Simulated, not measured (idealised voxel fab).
The process module presented herein is designated voxel ribs on slabs.
This is section cut - it's 160 nm across, gridded in 5 nm square cells.
We lay out every cross-section as a grid of square cells and spell it out in bands from the top down, where one band means one or more rows of cells. Each band's line starts with the height of the band's top and of its bottom, in nm. Then come its materials from left to right, each with its width in nm. One material with "throughout" fills the band from edge to edge. "blank" is empty space. A quick word on heights: they are counted from 0, and under that level the wafer as it came to us is one material throughout. The lowest band is different from the rest in having no bottom; it simply continues downward, written as in "0 and below". Graded width ("30 to 40"): value in top row of band = first number; value in bottom row = second number; row-to-row change constant. When a step is marked "nothing altered", none of the cells in the cross-section changed during that step. You'll see "Fully enclosed voids" listing empty spaces that have no way open to the top, as long as they're 8 cells or more; the notation is width x height at distance, where the distance is from the left edge, and all of it is in nm. On each step's line, the part that comes after the settings is the simulator's own comment on the step. overlay nm: step with mask; distance mask lay right of planned place; negative value = left of planned place. Pairs, read this way: before one process step on the one hand, after it on the other, the after cross-section ending at the lowest band that changed; the step between, settings included, beneath. Same starting wafer throughout, but possibly different runs of this module, so no pair continues from the pair above unless its entry headed "Cross-section, before" says so.

# Cross-section, before
  95 down to 60 | 40 nm blank; 80 nm resist; 40 nm blank
  60 down to 55 | 40 nm blank; 30 nm resist; 30 nm aC; 20 nm resist; 40 nm blank
  55 down to 45 | aC throughout
  45 down to 40 | 70 nm aC; 30 nm polySi; 60 nm aC
  40 down to 20 | polySi throughout
  20 down to 0 | SiO2 throughout
  0 and below | Si throughout
  Fully enclosed voids: none

# Post-Step Appearance
  80 down to 60 | 40 nm blank; 80 nm resist; 40 nm blank
  60 down to 55 | 40 nm blank; 30 nm resist; 30 nm aC; 20 nm resist; 40 nm blank
  55 down to 45 | 40 nm blank; 80 nm aC; 40 nm blank
  45 down to 40 | 40 nm blank; 30 nm aC; 30 nm polySi; 20 nm aC; 40 nm blank
  Lower than 40, everything is as it was.
  Fully enclosed voids: none
Step, before to after (see cross-sections above): op DIRECTIONAL_ETCH | etch materials aC | depth nm 15

Cross-section, before: the after view from the pair directly above serves as the before view here.

# Post-Step Appearance
  60 down to 55 | 70 nm blank; 30 nm aC; 60 nm blank
  Lower than 55, everything is as it was.
  Fully enclosed voids: none
Step, before to after (see cross-sections above): op STRIP | etch materials resist

Cross-section, before: the after view from the pair directly above serves as the before view here.

# Post-Step Appearance
  60 down to 55 | 70 nm blank; 30 nm aC; 60 nm blank
  55 down to 45 | 40 nm blank; 80 nm aC; 40 nm blank
  45 down to 40 | 40 nm blank; 30 nm aC; 30 nm polySi; 20 nm aC; 40 nm blank
  40 down to 20 | 40 nm blank; 80 nm polySi; 40 nm blank
  Lower than 20, everything is as it was.
  Fully enclosed voids: none
Step, before to after (see cross-sections above): op DIRECTIONAL_ETCH | etch materials polySi | depth nm 20

Cross-section, before: the after view from the pair directly above serves as the before view here.

# Post-Step Appearance
  45 down to 40 | 70 nm blank; 30 nm polySi; 60 nm blank
  Lower than 40, everything is as it was.
  Fully enclosed voids: none
Step, before to after (see cross-sections above): op STRIP | etch materials aC

Cross-section, before: the after view from the pair directly above serves as the before view here.

# Post-Step Appearance
  65 down to 45 | SiO2 throughout
  45 down to 40 | 70 nm SiO2; 30 nm polySi; 60 nm SiO2
  40 down to 20 | 40 nm SiO2; 80 nm polySi; 40 nm SiO2
  Lower than 20, everything is as it was.
  Fully enclosed voids: none
Step, before to after (see cross-sections above): op FILL_DEP | material SiO2 | thk nm 20

Cross-section, before: the after view from the pair directly above serves as the before view here.

# Post-Step Appearance
  60 down to 45 | SiO2 throughout
  Lower than 45, everything is as it was.
  Fully enclosed voids: none
Step, before to after (see cross-sections above): op CMP | height nm 60

Cross-section, before: the after view from the pair directly above serves as the before view here.

# Post-Step Appearance
  70 down to 60 | W throughout
  Lower than 60, everything is as it was.
  Fully enclosed voids: none
Step, before to after (see cross-sections above): op DIRECTIONAL_DEP | material W | thk nm 10

Cross-section, before: the after view from the pair directly above serves as the before view here.

# Post-Step Appearance
  85 down to 70 | aC throughout
  Lower than 70, everything is as it was.
  Fully enclosed voids: none
Step, before to after (see cross-sections above): op DIRECTIONAL_DEP | material aC | thk nm 15

Cross-section, before: the after view from the pair directly above serves as the before view here.

# Post-Step Appearance
  115 down to 85 | 60 nm blank; 40 nm resist; 60 nm blank
  Lower than 85, everything is as it was.
  Fully enclosed voids: none
Step, before to after (see cross-sections above): op PATTERN | tone cover | mask id HEATER | material resist | width nm 40 | thk nm 30 | overlay nm 0

Cross-section, before: the after view from the pair directly above serves as the before view here.

# Post-Step Appearance
  100 down to 85 | 60 nm blank; 40 nm resist; 60 nm blank
  85 down to 70 | 60 nm blank; 40 nm aC; 60 nm blank
  Lower than 70, everything is as it was.
  Fully enclosed voids: none
Step, before to after (see cross-sections above): op DIRECTIONAL_ETCH | etch materials aC | depth nm 15

Cross-section, before: the after view from the pair directly above serves as the before view here.

# Post-Step Appearance
  85 down to 70 | 60 nm blank; 40 nm aC; 60 nm blank
  Lower than 70, everything is as it was.
  Fully enclosed voids: none
Step, before to after (see cross-sections above): op STRIP | etch materials resist

Cross-section, before: the after view from the pair directly above serves as the before view here.

# Post-Step Appearance
  85 down to 70 | 60 nm blank; 40 nm aC; 60 nm blank
  70 down to 60 | 60 nm blank; 40 nm W; 60 nm blank
  Lower than 60, everything is as it was.
  Fully enclosed voids: none
Step, before to after (see cross-sections above): op DIRECTIONAL_ETCH | etch materials W | depth nm 10

Cross-section, before: the after view from the pair directly above serves as the before view here.

# Post-Step Appearance
  70 down to 60 | 60 nm blank; 40 nm W; 60 nm blank
  Lower than 60, everything is as it was.
  Fully enclosed voids: none
Step, before to after (see cross-sections above): op STRIP | etch materials aC

Cross-section, before: the after view from the pair directly above serves as the before view here.

# Post-Step Appearance
  80 down to 70 | 50 nm blank; 60 nm SiO2; 50 nm blank
  70 down to 60 | 60 nm SiO2; 40 nm W; 60 nm SiO2
  Lower than 60, everything is as it was.
  Fully enclosed voids: none
Step, before to after (see cross-sections above): op CONFORMAL_DEP | material SiO2 | thk nm 10

# Cross-section, before
  45 down to 40 | 65 nm blank; 30 nm polySi; 65 nm blank
  40 down to 20 | 40 nm blank; 80 nm polySi; 40 nm blank
  20 down to 0 | SiO2 throughout
  0 and below | Si throughout
  Fully enclosed voids: none

# Post-Step Appearance
  65 down to 45 | W throughout
  45 down to 40 | 65 nm W; 30 nm polySi; 65 nm W
  40 down to 20 | 40 nm W; 80 nm polySi; 40 nm W
  Lower than 20, everything is as it was.
  Fully enclosed voids: none
Step, before to after (see cross-sections above): op FILL_DEP | material W | thk nm 20

Cross-section, before: the after view from the pair directly above serves as the before view here.

# Post-Step Appearance
  60 down to 45 | W throughout
  Lower than 45, everything is as it was.
  Fully enclosed voids: none
Step, before to after (see cross-sections above): op CMP | height nm 60

Cross-section, before: the after view from the pair directly above serves as the before view here.

# Post-Step Appearance
  70 down to 45 | W throughout
  Lower than 45, everything is as it was.
  Fully enclosed voids: none
Step, before to after (see cross-sections above): op DIRECTIONAL_DEP | material W | thk nm 10

Cross-section, before: the after view from the pair directly above serves as the before view here.

# Post-Step Appearance
  85 down to 70 | aC throughout
  Lower than 70, everything is as it was.
  Fully enclosed voids: none
Step, before to after (see cross-sections above): op DIRECTIONAL_DEP | material aC | thk nm 15

Cross-section, before: the after view from the pair directly above serves as the before view here.

# Post-Step Appearance
  115 down to 85 | 60 nm blank; 40 nm resist; 60 nm blank
  Lower than 85, everything is as it was.
  Fully enclosed voids: none
Step, before to after (see cross-sections above): op PATTERN | tone cover | mask id HEATER | material resist | width nm 40 | thk nm 30 | overlay nm 0

Cross-section, before: the after view from the pair directly above serves as the before view here.

# Post-Step Appearance
  100 down to 85 | 60 nm blank; 40 nm resist; 60 nm blank
  85 down to 70 | 60 nm blank; 40 nm aC; 60 nm blank
  Lower than 70, everything is as it was.
  Fully enclosed voids: none
Step, before to after (see cross-sections above): op DIRECTIONAL_ETCH | etch materials aC | depth nm 15

Cross-section, before: the after view from the pair directly above serves as the before view here.

# Post-Step Appearance
  85 down to 70 | 60 nm blank; 40 nm aC; 60 nm blank
  Lower than 70, everything is as it was.
  Fully enclosed voids: none
Step, before to after (see cross-sections above): op STRIP | etch materials resist

Cross-section, before: the after view from the pair directly above serves as the before view here.

# Post-Step Appearance
  85 down to 70 | 60 nm blank; 40 nm aC; 60 nm blank
  70 down to 60 | 60 nm blank; 40 nm W; 60 nm blank
  Lower than 60, everything is as it was.
  Fully enclosed voids: none
Step, before to after (see cross-sections above): op DIRECTIONAL_ETCH | etch materials W | depth nm 10

Cross-section, before: the after view from the pair directly above serves as the before view here.

# Post-Step Appearance
  70 down to 60 | 60 nm blank; 40 nm W; 60 nm blank
  Lower than 60, everything is as it was.
  Fully enclosed voids: none
Step, before to after (see cross-sections above): op STRIP | etch materials aC

Cross-section, before: the after view from the pair directly above serves as the before view here.

# Post-Step Appearance
  80 down to 70 | 50 nm blank; 60 nm SiO2; 50 nm blank
  70 down to 60 | 60 nm SiO2; 40 nm W; 60 nm SiO2
  Lower than 60, everything is as it was.
  Fully enclosed voids: none
Step, before to after (see cross-sections above): op CONFORMAL_DEP | material SiO2 | thk nm 10

# Cross-section, before
  60 down to 55 | 65 nm blank; 30 nm aC; 65 nm blank
  55 down to 45 | aC throughout
  45 down to 40 | 65 nm aC; 30 nm polySi; 65 nm aC
  40 down to 20 | polySi throughout
  20 down to 0 | SiO2 throughout
  0 and below | Si throughout
  Fully enclosed voids: none

# Post-Step Appearance
  95 down to 60 | 40 nm resist; 80 nm blank; 40 nm resist
  60 down to 55 | 40 nm resist; 25 nm blank; 30 nm aC; 25 nm blank; 40 nm resist
  Lower than 55, everything is as it was.
  Fully enclosed voids: none
Step, before to after (see cross-sections above): op PATTERN | tone open | mask id SLAB | material resist | width nm 80 | thk nm 35 | overlay nm 0

Cross-section, before: the after view from the pair directly above serves as the before view here.

# Post-Step Appearance
  80 down to 55 | 40 nm resist; 80 nm blank; 40 nm resist
  55 down to 45 | 40 nm aC; 80 nm blank; 40 nm aC
  45 down to 40 | 40 nm aC; 25 nm blank; 30 nm polySi; 25 nm blank; 40 nm aC
  Lower than 40, everything is as it was.
  Fully enclosed voids: none
Step, before to after (see cross-sections above): op DIRECTIONAL_ETCH | etch materials aC | depth nm 15

Cross-section, before: the after view from the pair directly above serves as the before view here.

# Post-Step Appearance
  55 down to 45 | 40 nm aC; 80 nm blank; 40 nm aC
  Lower than 45, everything is as it was.
  Fully enclosed voids: none
Step, before to after (see cross-sections above): op STRIP | etch materials resist

Cross-section, before: the after view from the pair directly above serves as the before view here.

# Post-Step Appearance
  55 down to 40 | 40 nm aC; 80 nm blank; 40 nm aC
  40 down to 25 | 40 nm polySi; 80 nm blank; 40 nm polySi
  25 down to 20 | 40 nm polySi; 25 nm blank; 30 nm polySi; 25 nm blank; 40 nm polySi
  Lower than 20, everything is as it was.
  Fully enclosed voids: none
Step, before to after (see cross-sections above): op DIRECTIONAL_ETCH | etch materials polySi | depth nm 20

Cross-section, before: the after view from the pair directly above serves as the before view here.

# Post-Step Appearance
  40 down to 25 | 40 nm polySi; 80 nm blank; 40 nm polySi
  Lower than 25, everything is as it was.
  Fully enclosed voids: none
Step, before to after (see cross-sections above): op STRIP | etch materials aC

Cross-section, before: the after view from the pair directly above serves as the before view here.

# Post-Step Appearance
  60 down to 40 | SiO2 throughout
  40 down to 25 | 40 nm polySi; 80 nm SiO2; 40 nm polySi
  25 down to 20 | 40 nm polySi; 25 nm SiO2; 30 nm polySi; 25 nm SiO2; 40 nm polySi
  Lower than 20, everything is as it was.
  Fully enclosed voids: none
Step, before to after (see cross-sections above): op FILL_DEP | material SiO2 | thk nm 20

Cross-section, before: the after view from the pair directly above serves as the before view here.

# Post-Step Appearance
  70 down to 60 | W throughout
  Lower than 60, everything is as it was.
  Fully enclosed voids: none
Step, before to after (see cross-sections above): op DIRECTIONAL_DEP | material W | thk nm 10

Cross-section, before: the after view from the pair directly above serves as the before view here.

# Post-Step Appearance
  85 down to 70 | aC throughout
  Lower than 70, everything is as it was.
  Fully enclosed voids: none
Step, before to after (see cross-sections above): op DIRECTIONAL_DEP | material aC | thk nm 15

Cross-section, before: the after view from the pair directly above serves as the before view here.

# Post-Step Appearance
  115 down to 85 | 60 nm blank; 40 nm resist; 60 nm blank
  Lower than 85, everything is as it was.
  Fully enclosed voids: none
Step, before to after (see cross-sections above): op PATTERN | tone cover | mask id HEATER | material resist | width nm 40 | thk nm 30 | overlay nm 0

Cross-section, before: the after view from the pair directly above serves as the before view here.

# Post-Step Appearance
  100 down to 85 | 60 nm blank; 40 nm resist; 60 nm blank
  85 down to 70 | 60 nm blank; 40 nm aC; 60 nm blank
  Lower than 70, everything is as it was.
  Fully enclosed voids: none
Step, before to after (see cross-sections above): op DIRECTIONAL_ETCH | etch materials aC | depth nm 15

Cross-section, before: the after view from the pair directly above serves as the before view here.

# Post-Step Appearance
  85 down to 70 | 60 nm blank; 40 nm aC; 60 nm blank
  Lower than 70, everything is as it was.
  Fully enclosed voids: none
Step, before to after (see cross-sections above): op STRIP | etch materials resist

Cross-section, before: the after view from the pair directly above serves as the before view here.

# Post-Step Appearance
  85 down to 70 | 60 nm blank; 40 nm aC; 60 nm blank
  70 down to 60 | 60 nm blank; 40 nm W; 60 nm blank
  Lower than 60, everything is as it was.
  Fully enclosed voids: none
Step, before to after (see cross-sections above): op DIRECTIONAL_ETCH | etch materials W | depth nm 10

Cross-section, before: the after view from the pair directly above serves as the before view here.

# Post-Step Appearance
  70 down to 60 | 60 nm blank; 40 nm W; 60 nm blank
  Lower than 60, everything is as it was.
  Fully enclosed voids: none
Step, before to after (see cross-sections above): op STRIP | etch materials aC

Cross-section, before: the after view from the pair directly above serves as the before view here.

# Post-Step Appearance
  80 down to 70 | 50 nm blank; 60 nm SiO2; 50 nm blank
  70 down to 60 | 60 nm SiO2; 40 nm W; 60 nm SiO2
  Lower than 60, everything is as it was.
  Fully enclosed voids: none
Step, before to after (see cross-sections above): op CONFORMAL_DEP | material SiO2 | thk nm 10
